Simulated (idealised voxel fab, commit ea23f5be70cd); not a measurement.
process module | voxel transistor to metal
cross-section cut | 200 nm wide | cells 5 nm
A cross-section is a grid of square cells, given in bands from the top down. A band is one or more rows of cells.
Each band's line starts with the height of the band's top and of its bottom, in nm. Then come its materials from left to right, each with its width in nm. One material with "throughout" fills the band from edge to edge. "air" is empty space.
Height 0 is the level under which the wafer as received is all one material. The lowest band goes on downwards, as in "0 down".
A width such as "30 to 40" changes by the same amount from each row of cells to the next, from the band's top row to its bottom row.
"no change" after a step means that no cell of the cross-section changed.
closed voids: empty space of 8 cells or more with no open way to the top, each as width x height at its distance from the left edge, in nm
after a step's settings: what the simulator itself notes on the step
overlay nm, on a step with a mask: how far to the right of its planned place the mask lay; to the left if negative
plan
1 op RECEIVE | material Si
2 op CONFORMAL_DEP | material SiO2 | thk nm 5
3 op CONFORMAL_DEP | material SiN | thk nm 15
4 op PATTERN | tone cover | mask id ACTIVE | material resist | width nm 105 | thk nm 15 | overlay nm 0
5 op DIRECTIONAL_ETCH | etch materials SiN | depth nm 15
6 op DIRECTIONAL_ETCH | etch materials SiO2 | depth nm 5
7 op DIRECTIONAL_ETCH | etch materials Si | depth nm 35
8 op STRIP | etch materials resist
9 op OXIDIZE | depth nm 5
10 op FILL_DEP | material SiO2 | thk nm 5
11 op CMP | height nm 20
12 op SELECTIVE_ETCH | etch materials SiO2 | depth nm 15
13 op STRIP | etch materials SiN
14 op SELECTIVE_ETCH | etch materials SiO2 | depth nm 5
15 op OXIDIZE | depth nm 5
16 op DIRECTIONAL_DEP | material polySi | thk nm 30
17 op DIRECTIONAL_DEP | material SiCN | thk nm 15
18 op DIRECTIONAL_DEP | material aC | thk nm 15
19 op PATTERN | tone cover | mask id GATE | material resist | width nm 15 | thk nm 30 | overlay nm 0
20 op DIRECTIONAL_ETCH | etch materials aC | depth nm 15
21 op STRIP | etch materials resist
22 op DIRECTIONAL_ETCH | etch materials SiCN | depth nm 25
23 op DIRECTIONAL_ETCH | etch materials polySi | depth nm 40
24 op STRIP | etch materials aC
25 op CONFORMAL_DEP | material SiN | thk nm 10
26 op DIRECTIONAL_ETCH | etch materials SiN | depth nm 10
27 op DIRECTIONAL_ETCH | etch materials SiO2 | depth nm 5
28 op DIRECTIONAL_ETCH | etch materials Si | depth nm 10
29 op EPI | material pSi | thk nm 15
30 op FILL_DEP | material SiO2 | thk nm 5
31 op CMP | height nm 45
32 op DIRECTIONAL_DEP | material SiO2 | thk nm 10
33 op MASKED_ETCH | tone open | mask id CONTACT | width nm 20 | pitch nm 75 | etch materials SiO2 | depth nm 55 | overlay nm 0
34 op CONFORMAL_DEP | material TiN | thk nm 5
35 op FILL_DEP | material Ru | thk nm 10
36 op CMP | height nm 55
37 op CONFORMAL_DEP | material SiCN | thk nm 5
38 op DIRECTIONAL_DEP | material SiO2 | thk nm 20
39 op MASKED_ETCH | tone open | mask id METAL_1 | width nm 20 | pitch nm 75 | etch materials SiO2 | depth nm 20 | overlay nm 0
40 op MASKED_ETCH | tone open | mask id METAL_1 | width nm 20 | pitch nm 75 | etch materials SiCN | depth nm 5 | overlay nm 0
41 op CONFORMAL_DEP | material TiN | thk nm 5
42 op FILL_DEP | material Cu | thk nm 5
43 op CMP | height nm 80
44 op CONFORMAL_DEP | material SiCN | thk nm 5
45 op DIRECTIONAL_DEP | material lowk | thk nm 35
46 op PATTERN | tone open | mask id METAL_2 | material resist | width nm 20 | pitch nm 75 | thk nm 15 | overlay nm 0
47 op DIRECTIONAL_ETCH | etch materials lowk | depth nm 20
48 op STRIP | etch materials resist
49 op MASKED_ETCH | tone open | mask id METAL_2_HOLES | width nm 15 | pitch nm 75 | etch materials lowk | depth nm 15 | overlay nm 0
50 op MASKED_ETCH | tone open | mask id METAL_2_HOLES | width nm 15 | pitch nm 75 | etch materials SiCN | depth nm 5 | overlay nm 0
51 op CONFORMAL_DEP | material TiN | thk nm 5
52 op FILL_DEP | material Ru | thk nm 5
53 op CMP | height nm 120
54 op CONFORMAL_DEP | material SiN | thk nm 5
as received, after step 1
  0 down: Si throughout
  closed voids: none
first wafer at the end, as planned
  125 to 120: SiN throughout
  120 to 105: lowk 50 | TiN 5 | Ru 10 | TiN 5 | lowk 55 | TiN 5 | Ru 10 | TiN 5 | lowk 55
  105 to 100: lowk 50 | TiN 5 | Ru 5 | TiN 10 | lowk 55 | TiN 5 | Ru 5 | TiN 10 | lowk 55
  100 to 85: lowk 50 | TiN 5 | Ru 5 | TiN 5 | lowk 60 | TiN 5 | Ru 5 | TiN 5 | lowk 60
  85 to 80: SiCN 50 | TiN 15 | SiCN 60 | TiN 15 | SiCN 60
  80 to 60: SiO2 50 | TiN 5 | Cu 10 | TiN 5 | SiO2 55 | TiN 5 | Cu 10 | TiN 5 | SiO2 55
  60 to 55: SiCN 50 | TiN 20 | SiCN 55 | TiN 20 | SiCN 55
  55 to 45: SiO2 50 | TiN 5 | Ru 10 | TiN 5 | SiO2 55 | TiN 5 | Ru 10 | TiN 5 | SiO2 55
  45 to 30: SiO2 50 | TiN 5 | Ru 10 | TiN 5 | SiO2 10 | SiN 10 | SiCN 15 | SiN 10 | SiO2 10 | TiN 5 | Ru 10 | TiN 5 | SiO2 55
  30 to 15: SiO2 50 | TiN 5 | Ru 10 | TiN 5 | SiO2 10 | SiN 10 | polySi 15 | SiN 10 | SiO2 10 | TiN 5 | Ru 10 | TiN 5 | SiO2 55
  15 to 10: SiO2 50 | TiN 5 | Ru 5 | TiN 10 | SiO2 10 | SiN 10 | polySi 15 | SiN 10 | SiO2 10 | TiN 10 | Ru 5 | TiN 5 | SiO2 55
  10 to 5: SiO2 50 | TiN 5 | Ru 5 | TiN 5 | pSi 15 | SiN 10 | polySi 15 | SiN 10 | pSi 15 | TiN 5 | Ru 5 | TiN 5 | SiO2 55
  5 to 0: SiO2 50 | TiN 15 | pSi 15 | SiN 10 | polySi 15 | SiN 10 | pSi 15 | TiN 15 | SiO2 55
  0 to -5: SiO2 45 | pSi 35 | SiO2 35 | pSi 35 | SiO2 50
  -5 to -15: SiO2 50 | pSi 30 | Si 35 | pSi 30 | SiO2 55
  -15 to -40: SiO2 50 | Si 95 | SiO2 55
  -40 down: Si throughout
  closed voids: none
second wafer at the end: like start, like plan, one mistake
  125 to 120: SiN throughout
  120 to 105: lowk 50 | TiN 5 | Ru 10 | TiN 5 | lowk 55 | TiN 5 | Ru 10 | TiN 5 | lowk 55
  105 to 100: lowk 50 | TiN 5 | Ru 5 | TiN 10 | lowk 55 | TiN 5 | Ru 5 | TiN 10 | lowk 55
  100 to 85: lowk 50 | TiN 5 | Ru 5 | TiN 5 | lowk 60 | TiN 5 | Ru 5 | TiN 5 | lowk 60
  85 to 80: SiCN 50 | TiN 15 | SiCN 60 | TiN 15 | SiCN 60
  80 to 60: SiO2 50 | TiN 5 | Cu 10 | TiN 5 | SiO2 55 | TiN 5 | Cu 10 | TiN 5 | SiO2 55
  60 to 55: SiCN 50 | TiN 20 | SiCN 55 | TiN 20 | SiCN 55
  55 to 50: Ru 45 | TiN 5 | SiO2 20 | TiN 5 | Ru 45 | TiN 5 | SiO2 20 | TiN 5 | Ru 50
  50 to 45: Ru 45 | TiN 5 | SiO2 20 | TiN 55 | SiO2 20 | TiN 5 | Ru 50
  45 to 30: Ru 45 | TiN 5 | SiO2 20 | TiN 10 | SiN 10 | SiCN 15 | SiN 10 | TiN 10 | SiO2 20 | TiN 5 | Ru 50
  30 to 10: Ru 45 | TiN 5 | SiO2 20 | TiN 10 | SiN 10 | polySi 15 | SiN 10 | TiN 10 | SiO2 20 | TiN 5 | Ru 50
  10 to 5: Ru 45 | TiN 5 | SiO2 15 | pSi 15 | SiN 10 | polySi 15 | SiN 10 | pSi 15 | SiO2 15 | TiN 5 | Ru 50
  5 to 0: TiN 50 | SiO2 15 | pSi 15 | SiN 10 | polySi 15 | SiN 10 | pSi 15 | SiO2 15 | TiN 55
  0 to -5: SiO2 45 | pSi 35 | SiO2 35 | pSi 35 | SiO2 50
  -5 to -15: SiO2 50 | pSi 30 | Si 35 | pSi 30 | SiO2 55
  -15 to -40: SiO2 50 | Si 95 | SiO2 55
  -40 down: Si throughout
  closed voids: none
what went wrong: step 33 ran as: op MASKED_ETCH | tone cover | mask id CONTACT | width nm 20 | pitch nm 75 | etch materials SiO2 | depth nm 55 | overlay nm 0
at the end the second wafer has, in cells: 163 more of Ru | 197 fewer of SiO2 | 34 more of TiN
